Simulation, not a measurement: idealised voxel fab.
Process module under the name voxel gate over fins
The cross-section on display is named cut; it measures 275 nm wide, and its cells are 5 nm squares.
For the purposes of this document, a cross-section shall be understood as a grid of square cells, specified as bands listed in top-to-bottom order, each band consisting of one or more rows of cells.
In this notation a band is specified by the heights of its top and bottom, in that order and in nm, after which its materials appear from left to right, each paired with its width in nm. The word "edge to edge" attached to a single material means that material fills the band from edge to edge; the word "blank" stands for empty space.
We count height from 0. Below that, the starting wafer is all one material. The lowest band never ends at the bottom but goes on down; see "0..down" for how that is written.
Read "30..40" as a graded width: first number on top, second number at the bottom, same change between each pair of neighbouring rows.
Given "no alteration" for a step, no cell of the cross-section differs between before and after that step.
Empty spaces without an open route to the top, at least 8 cells in extent, make up the entry "Closed cavities"; each is given as width x height at distance, where the distance is measured from the left edge, and all are in nm.
Anything after a step's settings on that line? It's the simulator's own note about the step.
overlay nm: mask offset rightward from planned place, masked step; negative means leftward offset.

The steps planned for the process are as follows:
| 1 | RECEIVE: material Si |
| 2 | CONFORMAL_DEP: material SiN, thk nm 10 |
| 3 | DIRECTIONAL_DEP: material aC, thk nm 15 |
| 4 | PATTERN: tone cover, mask id FINS, material resist, width nm 15, pitch nm 60, thk nm 30, overlay nm 0 |
| 5 | DIRECTIONAL_ETCH: etch materials aC, depth nm 15 |
| 6 | STRIP: etch materials resist |
| 7 | DIRECTIONAL_ETCH: etch materials SiN, depth nm 10 |
| 8 | DIRECTIONAL_ETCH: etch materials Si, depth nm 30 |
| 9 | STRIP: etch materials aC |
| 10 | FILL_DEP: material SiO2, thk nm 10 |
| 11 | CMP: height nm 10 |
| 12 | DIRECTIONAL_DEP: material aC, thk nm 15 |
| 13 | PATTERN: tone open, mask id RAIL, material resist, width nm 15, thk nm 35, overlay nm 0 |
| 14 | DIRECTIONAL_ETCH: etch materials aC, depth nm 15 |
| 15 | STRIP: etch materials resist |
| 16 | DIRECTIONAL_ETCH: etch materials SiO2, depth nm 35 |
| 17 | STRIP: etch materials aC |
| 18 | CONFORMAL_DEP: material TiN, thk nm 5 |
| 19 | FILL_DEP: material W, thk nm 10 |
| 20 | CMP: height nm 10 |
| 21 | SELECTIVE_ETCH: etch materials W Ru TiN, depth nm 25 |
| 22 | FILL_DEP: material SiO2, thk nm 5 |
| 23 | CMP: height nm 10 |
| 24 | SELECTIVE_ETCH: etch materials SiO2, depth nm 20 |
| 25 | STRIP: etch materials SiN |
| 26 | CONFORMAL_DEP: material HfO2, thk nm 5 |
| 27 | CONFORMAL_DEP: material TiN, thk nm 5 |
| 28 | CONFORMAL_DEP: material TiAl, thk nm 5 |
| 29 | CONFORMAL_DEP: material TiN, thk nm 5 |
| 30 | FILL_DEP: material W, thk nm 15 |
| 31 | CMP: height nm 30 |
| 32 | CONFORMAL_DEP: material SiN, thk nm 10 |
Be aware that, although all wafers share a common starting state, the width nm at step 13 differs among them, and the plan displays the first wafer's value.

Cross-section of the first of several received wafers, showing its state after step 1:
> 0..down  Si edge to edge
> Closed cavities: none

End of the module, past its last step, step 32: how the first of several wafers looks in cross-section:
> 40..30  SiN edge to edge
> 30..20  W edge to edge
> 20..15  W=80, TiN=55, W=5, TiN=55, W=80
> 15..10  W=80, TiN=5, TiAl=45, TiN=5, W=5, TiN=5, TiAl=45, TiN=5, W=80
> 10..5  TiN=85, TiAl=5, TiN=35, TiAl=5, TiN=15, TiAl=5, TiN=35, TiAl=5, TiN=85
> 5..0  TiAl=90, TiN=5, HfO2=25, TiN=5, TiAl=25, TiN=5, HfO2=25, TiN=5, TiAl=90
> 0..-5  TiN=95, HfO2=5, Si=15, HfO2=5, TiN=35, HfO2=5, Si=15, HfO2=5, TiN=95
> -5..-10  HfO2=100, Si=15, HfO2=45, Si=15, HfO2=100
> -10..-15  SiO2=100, Si=15, SiO2=45, Si=15, SiO2=100
> -15..-20  SiO2=100, Si=15, SiO2=15, TiN=5, W=5, TiN=5, SiO2=15, Si=15, SiO2=100
> -20..-25  SiO2=100, Si=15, SiO2=15, TiN=15, SiO2=15, Si=15, SiO2=100
> -25..-30  SiO2=100, Si=15, SiO2=45, Si=15, SiO2=100
> -30..down  Si edge to edge
> Closed cavities: none

A cross-section through the last wafer at the close of the module:
> 40..30  SiN edge to edge
> 30..20  W edge to edge
> 20..15  W=80, TiN=55, W=5, TiN=55, W=80
> 15..10  W=80, TiN=5, TiAl=45, TiN=5, W=5, TiN=5, TiAl=45, TiN=5, W=80
> 10..5  TiN=85, TiAl=5, TiN=35, TiAl=5, TiN=15, TiAl=5, TiN=35, TiAl=5, TiN=85
> 5..0  TiAl=90, TiN=5, HfO2=25, TiN=5, TiAl=25, TiN=5, HfO2=25, TiN=5, TiAl=90
> 0..-5  TiN=95, HfO2=5, Si=15, HfO2=5, TiN=35, HfO2=5, Si=15, HfO2=5, TiN=95
> -5..-10  HfO2=100, Si=15, HfO2=45, Si=15, HfO2=100
> -10..-15  SiO2=100, Si=15, SiO2=45, Si=15, SiO2=100
> -15..-20  SiO2=100, Si=15, SiO2=10, TiN=5, W=20, TiN=5, SiO2=5, Si=15, SiO2=100
> -20..-25  SiO2=100, Si=15, SiO2=10, TiN=30, SiO2=5, Si=15, SiO2=100
> -25..-30  SiO2=100, Si=15, SiO2=45, Si=15, SiO2=100
> -30..down  Si edge to edge
> Closed cavities: none

Below, a row for every wafer. Read it as the end-of-module picture: for each material the wafer shows its cells gained (+) or lost (-) since it was received, and then its closed voids:
width nm 15 | +63 HfO2 | -294 Si | +110 SiN | +190 SiO2 | +63 TiAl | +131 TiN | +177 W | Closed cavities: none
width nm 20 | +63 HfO2 | -294 Si | +110 SiN | +188 SiO2 | +63 TiAl | +132 TiN | +178 W | Closed cavities: none
width nm 25 | +63 HfO2 | -294 Si | +110 SiN | +186 SiO2 | +63 TiAl | +133 TiN | +179 W | Closed cavities: none
width nm 30 | +63 HfO2 | -294 Si | +110 SiN | +184 SiO2 | +63 TiAl | +134 TiN | +180 W | Closed cavities: none
